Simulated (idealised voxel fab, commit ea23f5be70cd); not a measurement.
process module | voxel double patterning
cross-section cut | 250 nm wide | cells 5 nm
A cross-section is a grid of square cells, given in bands from the top down. A band is one or more rows of cells.
Each band's line starts with the height of the band's top and of its bottom, in nm. Then come its materials from left to right, each with its width in nm. One material with "throughout" fills the band from edge to edge. "air" is empty space.
Height 0 is the level under which the wafer as received is all one material. The lowest band goes on downwards, as in "0 down".
A width such as "30 to 40" changes by the same amount from each row of cells to the next, from the band's top row to its bottom row.
"no change" after a step means that no cell of the cross-section changed.
closed voids: empty space of 8 cells or more with no open way to the top, each as width x height at its distance from the left edge, in nm
after a step's settings: what the simulator itself notes on the step
overlay nm, on a step with a mask: how far to the right of its planned place the mask lay; to the left if negative
Each pair below shows a cross-section before one step and the cross-section after it, down to the lowest band that changed. The line under each pair gives the step between them, with its settings. The pairs can come from different runs of this module on the same starting wafer, so a pair continues from the pair above only where its "before" says so.
before
  0 down: Si throughout
  closed voids: none
after
  5 to 0: SiN throughout
  below 0: unchanged
  closed voids: none
the step between: op CONFORMAL_DEP | material SiN | thk nm 5
before: the cross-section after the pair above
after
  25 to 5: SiO2 throughout
  below 5: unchanged
  closed voids: none
the step between: op DIRECTIONAL_DEP | material SiO2 | thk nm 20
before: the cross-section after the pair above
after
  35 to 25: SiCN throughout
  below 25: unchanged
  closed voids: none
the step between: op DIRECTIONAL_DEP | material SiCN | thk nm 10
before: the cross-section after the pair above
after
  50 to 35: aC throughout
  below 35: unchanged
  closed voids: none
the step between: op DIRECTIONAL_DEP | material aC | thk nm 15
before: the cross-section after the pair above
after
  85 to 50: resist 90 | air 15 | resist 35 | air 15 | resist 95
  below 50: unchanged
  closed voids: none
the step between: op PATTERN | tone open | mask id FIRST | material resist | width nm 15 | pitch nm 50 | thk nm 35 | overlay nm 0
before: the cross-section after the pair above
after
  70 to 50: resist 90 | air 15 | resist 35 | air 15 | resist 95
  50 to 35: aC 90 | air 15 | aC 35 | air 15 | aC 95
  below 35: unchanged
  closed voids: none
the step between: op DIRECTIONAL_ETCH | etch materials aC | depth nm 15
before: the cross-section after the pair above
after
  50 to 35: aC 90 | air 15 | aC 35 | air 15 | aC 95
  below 35: unchanged
  closed voids: none
the step between: op STRIP | etch materials resist
before: the cross-section after the pair above
after
  50 to 35: aC 90 | air 15 | aC 35 | air 15 | aC 95
  35 to 25: SiCN 90 | air 15 | SiCN 35 | air 15 | SiCN 95
  below 25: unchanged
  closed voids: none
the step between: op DIRECTIONAL_ETCH | etch materials SiCN | depth nm 10
before: the cross-section after the pair above
after
  35 to 25: SiCN 90 | air 15 | SiCN 35 | air 15 | SiCN 95
  below 25: unchanged
  closed voids: none
the step between: op STRIP | etch materials aC
before: the cross-section after the pair above
after
  35 to 25: SiCN 90 | air 15 | SiCN 10 | air 15 | SiCN 10 | air 15 | SiCN 95
  below 25: unchanged
  closed voids: none
the step between: op MASKED_ETCH | tone open | mask id SECOND | width nm 15 | etch materials SiCN | depth nm 10 | overlay nm 0
before: the cross-section after the pair above
after
  35 to 25: SiCN 90 | air 15 | SiCN 10 | air 15 | SiCN 10 | air 15 | SiCN 95
  25 to 5: SiO2 90 | air 15 | SiO2 10 | air 15 | SiO2 10 | air 15 | SiO2 95
  below 5: unchanged
  closed voids: none
the step between: op DIRECTIONAL_ETCH | etch materials SiO2 | depth nm 20
before: the cross-section after the pair above
after
  25 to 5: SiO2 90 | air 15 | SiO2 10 | air 15 | SiO2 10 | air 15 | SiO2 95
  below 5: unchanged
  closed voids: none
the step between: op STRIP | etch materials SiCN
before
  0 down: Si throughout
  closed voids: none
after
  20 to 0: SiO2 throughout
  below 0: unchanged
  closed voids: none
the step between: op DIRECTIONAL_DEP | material SiO2 | thk nm 20
before: the cross-section after the pair above
after
  30 to 20: SiCN throughout
  below 20: unchanged
  closed voids: none
the step between: op DIRECTIONAL_DEP | material SiCN | thk nm 10
before: the cross-section after the pair above
after
  45 to 30: aC throughout
  below 30: unchanged
  closed voids: none
the step between: op DIRECTIONAL_DEP | material aC | thk nm 15
before: the cross-section after the pair above
after
  80 to 45: resist 90 | air 15 | resist 35 | air 15 | resist 95
  below 45: unchanged
  closed voids: none
the step between: op PATTERN | tone open | mask id FIRST | material resist | width nm 15 | pitch nm 50 | thk nm 35 | overlay nm 0
before: the cross-section after the pair above
after
  65 to 45: resist 90 | air 15 | resist 35 | air 15 | resist 95
  45 to 30: aC 90 | air 15 | aC 35 | air 15 | aC 95
  below 30: unchanged
  closed voids: none
the step between: op DIRECTIONAL_ETCH | etch materials aC | depth nm 15
before: the cross-section after the pair above
after
  45 to 30: aC 90 | air 15 | aC 35 | air 15 | aC 95
  below 30: unchanged
  closed voids: none
the step between: op STRIP | etch materials resist
before: the cross-section after the pair above
after
  45 to 30: aC 90 | air 15 | aC 35 | air 15 | aC 95
  30 to 20: SiCN 90 | air 15 | SiCN 35 | air 15 | SiCN 95
  below 20: unchanged
  closed voids: none
the step between: op DIRECTIONAL_ETCH | etch materials SiCN | depth nm 10
before: the cross-section after the pair above
after
  30 to 20: SiCN 90 | air 15 | SiCN 35 | air 15 | SiCN 95
  below 20: unchanged
  closed voids: none
the step between: op STRIP | etch materials aC
before: the cross-section after the pair above
after
  30 to 20: SiCN 90 | air 15 | SiCN 10 | air 15 | SiCN 10 | air 15 | SiCN 95
  below 20: unchanged
  closed voids: none
the step between: op MASKED_ETCH | tone open | mask id SECOND | width nm 15 | etch materials SiCN | depth nm 10 | overlay nm 0
before: the cross-section after the pair above
after
  30 to 20: SiCN 90 | air 15 | SiCN 10 | air 15 | SiCN 10 | air 15 | SiCN 95
  20 to 0: SiO2 90 | air 15 | SiO2 10 | air 15 | SiO2 10 | air 15 | SiO2 95
  below 0: unchanged
  closed voids: none
the step between: op DIRECTIONAL_ETCH | etch materials SiO2 | depth nm 20
before: the cross-section after the pair above
after
  20 to 0: SiO2 90 | air 15 | SiO2 10 | air 15 | SiO2 10 | air 15 | SiO2 95
  below 0: unchanged
  closed voids: none
the step between: op STRIP | etch materials SiCN
before
  25 to 5: SiO2 throughout
  5 to 0: SiN throughout
  0 down: Si throughout
  closed voids: none
after
  45 to 5: SiO2 throughout
  below 5: unchanged
  closed voids: none
the step between: op DIRECTIONAL_DEP | material SiO2 | thk nm 20
before: the cross-section after the pair above
after
  55 to 45: SiCN throughout
  below 45: unchanged
  closed voids: none
the step between: op DIRECTIONAL_DEP | material SiCN | thk nm 10
before: the cross-section after the pair above
after
  70 to 55: aC throughout
  below 55: unchanged
  closed voids: none
the step between: op DIRECTIONAL_DEP | material aC | thk nm 15
before: the cross-section after the pair above
after
  105 to 70: resist 90 | air 15 | resist 35 | air 15 | resist 95
  below 70: unchanged
  closed voids: none
the step between: op PATTERN | tone open | mask id FIRST | material resist | width nm 15 | pitch nm 50 | thk nm 35 | overlay nm 0
before: the cross-section after the pair above
after
  90 to 70: resist 90 | air 15 | resist 35 | air 15 | resist 95
  70 to 55: aC 90 | air 15 | aC 35 | air 15 | aC 95
  below 55: unchanged
  closed voids: none
the step between: op DIRECTIONAL_ETCH | etch materials aC | depth nm 15
before: the cross-section after the pair above
after
  70 to 55: aC 90 | air 15 | aC 35 | air 15 | aC 95
  below 55: unchanged
  closed voids: none
the step between: op STRIP | etch materials resist
before: the cross-section after the pair above
after
  70 to 55: aC 90 | air 15 | aC 35 | air 15 | aC 95
  55 to 45: SiCN 90 | air 15 | SiCN 35 | air 15 | SiCN 95
  below 45: unchanged
  closed voids: none
the step between: op DIRECTIONAL_ETCH | etch materials SiCN | depth nm 10
before: the cross-section after the pair above
after
  55 to 45: SiCN 90 | air 15 | SiCN 35 | air 15 | SiCN 95
  below 45: unchanged
  closed voids: none
the step between: op STRIP | etch materials aC
before: the cross-section after the pair above
after
  55 to 45: SiCN 90 | air 15 | SiCN 10 | air 15 | SiCN 10 | air 15 | SiCN 95
  below 45: unchanged
  closed voids: none
the step between: op MASKED_ETCH | tone open | mask id SECOND | width nm 15 | etch materials SiCN | depth nm 10 | overlay nm 0
before: the cross-section after the pair above
after
  55 to 45: SiCN 90 | air 15 | SiCN 10 | air 15 | SiCN 10 | air 15 | SiCN 95
  45 to 25: SiO2 90 | air 15 | SiO2 10 | air 15 | SiO2 10 | air 15 | SiO2 95
  below 25: unchanged
  closed voids: none
the step between: op DIRECTIONAL_ETCH | etch materials SiO2 | depth nm 20
before: the cross-section after the pair above
after
  45 to 25: SiO2 90 | air 15 | SiO2 10 | air 15 | SiO2 10 | air 15 | SiO2 95
  below 25: unchanged
  closed voids: none
the step between: op STRIP | etch materials SiCN
before
  20 to 0: SiO2 throughout
  0 down: Si throughout
  closed voids: none
after
  25 to 20: SiN throughout
  below 20: unchanged
  closed voids: none
the step between: op CONFORMAL_DEP | material SiN | thk nm 5
before: the cross-section after the pair above
after
  35 to 25: SiCN throughout
  below 25: unchanged
  closed voids: none
the step between: op DIRECTIONAL_DEP | material SiCN | thk nm 10
before: the cross-section after the pair above
after
  50 to 35: aC throughout
  below 35: unchanged
  closed voids: none
the step between: op DIRECTIONAL_DEP | material aC | thk nm 15
before: the cross-section after the pair above
after
  85 to 50: resist 90 | air 15 | resist 35 | air 15 | resist 95
  below 50: unchanged
  closed voids: none
the step between: op PATTERN | tone open | mask id FIRST | material resist | width nm 15 | pitch nm 50 | thk nm 35 | overlay nm 0
before: the cross-section after the pair above
after
  70 to 50: resist 90 | air 15 | resist 35 | air 15 | resist 95
  50 to 35: aC 90 | air 15 | aC 35 | air 15 | aC 95
  below 35: unchanged
  closed voids: none
the step between: op DIRECTIONAL_ETCH | etch materials aC | depth nm 15
before: the cross-section after the pair above
after
  50 to 35: aC 90 | air 15 | aC 35 | air 15 | aC 95
  below 35: unchanged
  closed voids: none
the step between: op STRIP | etch materials resist
before: the cross-section after the pair above
after
  50 to 35: aC 90 | air 15 | aC 35 | air 15 | aC 95
  35 to 25: SiCN 90 | air 15 | SiCN 35 | air 15 | SiCN 95
  below 25: unchanged
  closed voids: none
the step between: op DIRECTIONAL_ETCH | etch materials SiCN | depth nm 10
before: the cross-section after the pair above
after
  35 to 25: SiCN 90 | air 15 | SiCN 35 | air 15 | SiCN 95
  below 25: unchanged
  closed voids: none
the step between: op STRIP | etch materials aC
before: the cross-section after the pair above
after
  35 to 25: SiCN 90 | air 15 | SiCN 10 | air 15 | SiCN 10 | air 15 | SiCN 95
  below 25: unchanged
  closed voids: none
the step between: op MASKED_ETCH | tone open | mask id SECOND | width nm 15 | etch materials SiCN | depth nm 10 | overlay nm 0
before: the cross-section after the pair above
after
  25 to 20: SiN throughout
  below 20: unchanged
  closed voids: none
the step between: op STRIP | etch materials SiCN
before
  5 to 0: SiN throughout
  0 down: Si throughout
  closed voids: none
after
  20 to 5: SiO2 throughout
  below 5: unchanged
  closed voids: none
the step between: op DIRECTIONAL_DEP | material SiO2 | thk nm 15
before: the cross-section after the pair above
after
  30 to 20: SiCN throughout
  below 20: unchanged
  closed voids: none
the step between: op DIRECTIONAL_DEP | material SiCN | thk nm 10
before: the cross-section after the pair above
after
  45 to 30: aC throughout
  below 30: unchanged
  closed voids: none
the step between: op DIRECTIONAL_DEP | material aC | thk nm 15
before: the cross-section after the pair above
after
  80 to 45: resist 90 | air 15 | resist 35 | air 15 | resist 95
  below 45: unchanged
  closed voids: none
the step between: op PATTERN | tone open | mask id FIRST | material resist | width nm 15 | pitch nm 50 | thk nm 35 | overlay nm 0
before: the cross-section after the pair above
after
  65 to 45: resist 90 | air 15 | resist 35 | air 15 | resist 95
  45 to 30: aC 90 | air 15 | aC 35 | air 15 | aC 95
  below 30: unchanged
  closed voids: none
the step between: op DIRECTIONAL_ETCH | etch materials aC | depth nm 15
before: the cross-section after the pair above
after
  45 to 30: aC 90 | air 15 | aC 35 | air 15 | aC 95
  below 30: unchanged
  closed voids: none
the step between: op STRIP | etch materials resist
before: the cross-section after the pair above
after
  45 to 30: aC 90 | air 15 | aC 35 | air 15 | aC 95
  30 to 20: SiCN 90 | air 15 | SiCN 35 | air 15 | SiCN 95
  below 20: unchanged
  closed voids: none
the step between: op DIRECTIONAL_ETCH | etch materials SiCN | depth nm 10
before: the cross-section after the pair above
after
  30 to 20: SiCN 90 | air 15 | SiCN 35 | air 15 | SiCN 95
  below 20: unchanged
  closed voids: none
the step between: op STRIP | etch materials aC
before: the cross-section after the pair above
after
  30 to 20: SiCN 90 | air 15 | SiCN 10 | air 15 | SiCN 10 | air 15 | SiCN 95
  below 20: unchanged
  closed voids: none
the step between: op MASKED_ETCH | tone open | mask id SECOND | width nm 15 | etch materials SiCN | depth nm 10 | overlay nm 0
before: the cross-section after the pair above
after
  30 to 20: SiCN 90 | air 15 | SiCN 10 | air 15 | SiCN 10 | air 15 | SiCN 95
  20 to 5: SiO2 90 | air 15 | SiO2 10 | air 15 | SiO2 10 | air 15 | SiO2 95
  below 5: unchanged
  closed voids: none
the step between: op DIRECTIONAL_ETCH | etch materials SiO2 | depth nm 20
before: the cross-section after the pair above
after
  20 to 5: SiO2 90 | air 15 | SiO2 10 | air 15 | SiO2 10 | air 15 | SiO2 95
  below 5: unchanged
  closed voids: none
the step between: op STRIP | etch materials SiCN
before
  35 to 25: SiCN 90 | air 15 | SiCN 35 | air 15 | SiCN 95
  25 to 5: SiO2 throughout
  5 to 0: SiN throughout
  0 down: Si throughout
  closed voids: none
after
  35 to 25: SiCN 90 | air 15 | SiCN 5 | air 25 | SiCN 5 | air 15 | SiCN 95
  below 25: unchanged
  closed voids: none
the step between: op MASKED_ETCH | tone open | mask id SECOND | width nm 25 | etch materials SiCN | depth nm 10 | overlay nm 0
before: the cross-section after the pair above
after
  35 to 25: SiCN 90 | air 15 | SiCN 5 | air 25 | SiCN 5 | air 15 | SiCN 95
  25 to 5: SiO2 90 | air 15 | SiO2 5 | air 25 | SiO2 5 | air 15 | SiO2 95
  below 5: unchanged
  closed voids: none
the step between: op DIRECTIONAL_ETCH | etch materials SiO2 | depth nm 20
before: the cross-section after the pair above
after
  25 to 5: SiO2 90 | air 15 | SiO2 5 | air 25 | SiO2 5 | air 15 | SiO2 95
  below 5: unchanged
  closed voids: none
the step between: op STRIP | etch materials SiCN
before
  50 to 35: aC throughout
  35 to 25: SiCN throughout
  25 to 5: SiO2 throughout
  5 to 0: SiN throughout
  0 down: Si throughout
  closed voids: none
after
  85 to 50: resist 80 | air 15 | resist 35 | air 15 | resist 105
  below 50: unchanged
  closed voids: none
the step between: op PATTERN | tone open | mask id FIRST | material resist | width nm 15 | pitch nm 50 | thk nm 35 | overlay nm -10
before: the cross-section after the pair above
after
  70 to 50: resist 80 | air 15 | resist 35 | air 15 | resist 105
  50 to 35: aC 80 | air 15 | aC 35 | air 15 | aC 105
  below 35: unchanged
  closed voids: none
the step between: op DIRECTIONAL_ETCH | etch materials aC | depth nm 15
before: the cross-section after the pair above
after
  50 to 35: aC 80 | air 15 | aC 35 | air 15 | aC 105
  below 35: unchanged
  closed voids: none
the step between: op STRIP | etch materials resist
before: the cross-section after the pair above
after
  50 to 35: aC 80 | air 15 | aC 35 | air 15 | aC 105
  35 to 25: SiCN 80 | air 15 | SiCN 35 | air 15 | SiCN 105
  below 25: unchanged
  closed voids: none
the step between: op DIRECTIONAL_ETCH | etch materials SiCN | depth nm 10
before: the cross-section after the pair above
after
  35 to 25: SiCN 80 | air 15 | SiCN 35 | air 15 | SiCN 105
  below 25: unchanged
  closed voids: none
the step between: op STRIP | etch materials aC
before: the cross-section after the pair above
after
  35 to 25: SiCN 80 | air 15 | SiCN 20 | air 30 | SiCN 105
  below 25: unchanged
  closed voids: none
the step between: op MASKED_ETCH | tone open | mask id SECOND | width nm 15 | etch materials SiCN | depth nm 10 | overlay nm 0
before: the cross-section after the pair above
after
  35 to 25: SiCN 80 | air 15 | SiCN 20 | air 30 | SiCN 105
  25 to 5: SiO2 80 | air 15 | SiO2 20 | air 30 | SiO2 105
  below 5: unchanged
  closed voids: none
the step between: op DIRECTIONAL_ETCH | etch materials SiO2 | depth nm 20
before: the cross-section after the pair above
after
  25 to 5: SiO2 80 | air 15 | SiO2 20 | air 30 | SiO2 105
  below 5: unchanged
  closed voids: none
the step between: op STRIP | etch materials SiCN
before
  25 to 5: SiO2 throughout
  5 to 0: SiN throughout
  0 down: Si throughout
  closed voids: none
after
  35 to 25: SiN throughout
  below 25: unchanged
  closed voids: none
the step between: op DIRECTIONAL_DEP | material SiN | thk nm 10
before: the cross-section after the pair above
after
  50 to 35: aC throughout
  below 35: unchanged
  closed voids: none
the step between: op DIRECTIONAL_DEP | material aC | thk nm 15
before: the cross-section after the pair above
after
  85 to 50: resist 90 | air 15 | resist 35 | air 15 | resist 95
  below 50: unchanged
  closed voids: none
the step between: op PATTERN | tone open | mask id FIRST | material resist | width nm 15 | pitch nm 50 | thk nm 35 | overlay nm 0
before: the cross-section after the pair above
after
  70 to 50: resist 90 | air 15 | resist 35 | air 15 | resist 95
  50 to 35: aC 90 | air 15 | aC 35 | air 15 | aC 95
  below 35: unchanged
  closed voids: none
the step between: op DIRECTIONAL_ETCH | etch materials aC | depth nm 15
before: the cross-section after the pair above
after
  50 to 35: aC 90 | air 15 | aC 35 | air 15 | aC 95
  below 35: unchanged
  closed voids: none
the step between: op STRIP | etch materials resist
before: the cross-section after the pair above
after
  35 to 25: SiN throughout
  below 25: unchanged
  closed voids: none
the step between: op STRIP | etch materials aC
before
  50 to 35: aC throughout
  35 to 25: SiCN throughout
  25 to 5: SiO2 throughout
  5 to 0: SiN throughout
  0 down: Si throughout
  closed voids: none
after
  85 to 50: air 90 | resist 15 | air 35 | resist 15 | air 95
  below 50: unchanged
  closed voids: none
the step between: op PATTERN | tone cover | mask id FIRST | material resist | width nm 15 | pitch nm 50 | thk nm 35 | overlay nm 0
before: the cross-section after the pair above
after
  70 to 50: air 90 | resist 15 | air 35 | resist 15 | air 95
  50 to 35: air 90 | aC 15 | air 35 | aC 15 | air 95
  below 35: unchanged
  closed voids: none
the step between: op DIRECTIONAL_ETCH | etch materials aC | depth nm 15
before: the cross-section after the pair above
after
  50 to 35: air 90 | aC 15 | air 35 | aC 15 | air 95
  below 35: unchanged
  closed voids: none
the step between: op STRIP | etch materials resist
before: the cross-section after the pair above
after
  50 to 35: air 90 | aC 15 | air 35 | aC 15 | air 95
  35 to 25: air 90 | SiCN 15 | air 35 | SiCN 15 | air 95
  below 25: unchanged
  closed voids: none
the step between: op DIRECTIONAL_ETCH | etch materials SiCN | depth nm 10
before: the cross-section after the pair above
after
  35 to 25: air 90 | SiCN 15 | air 35 | SiCN 15 | air 95
  below 25: unchanged
  closed voids: none
the step between: op STRIP | etch materials aC
before: the cross-section after the pair above
after
  35 to 25: air 90 | SiCN 15 | air 35 | SiCN 15 | air 95
  25 to 5: air 90 | SiO2 15 | air 35 | SiO2 15 | air 95
  below 5: unchanged
  closed voids: none
the step between: op DIRECTIONAL_ETCH | etch materials SiO2 | depth nm 20
before: the cross-section after the pair above
after
  25 to 5: air 90 | SiO2 15 | air 35 | SiO2 15 | air 95
  below 5: unchanged
  closed voids: none
the step between: op STRIP | etch materials SiCN
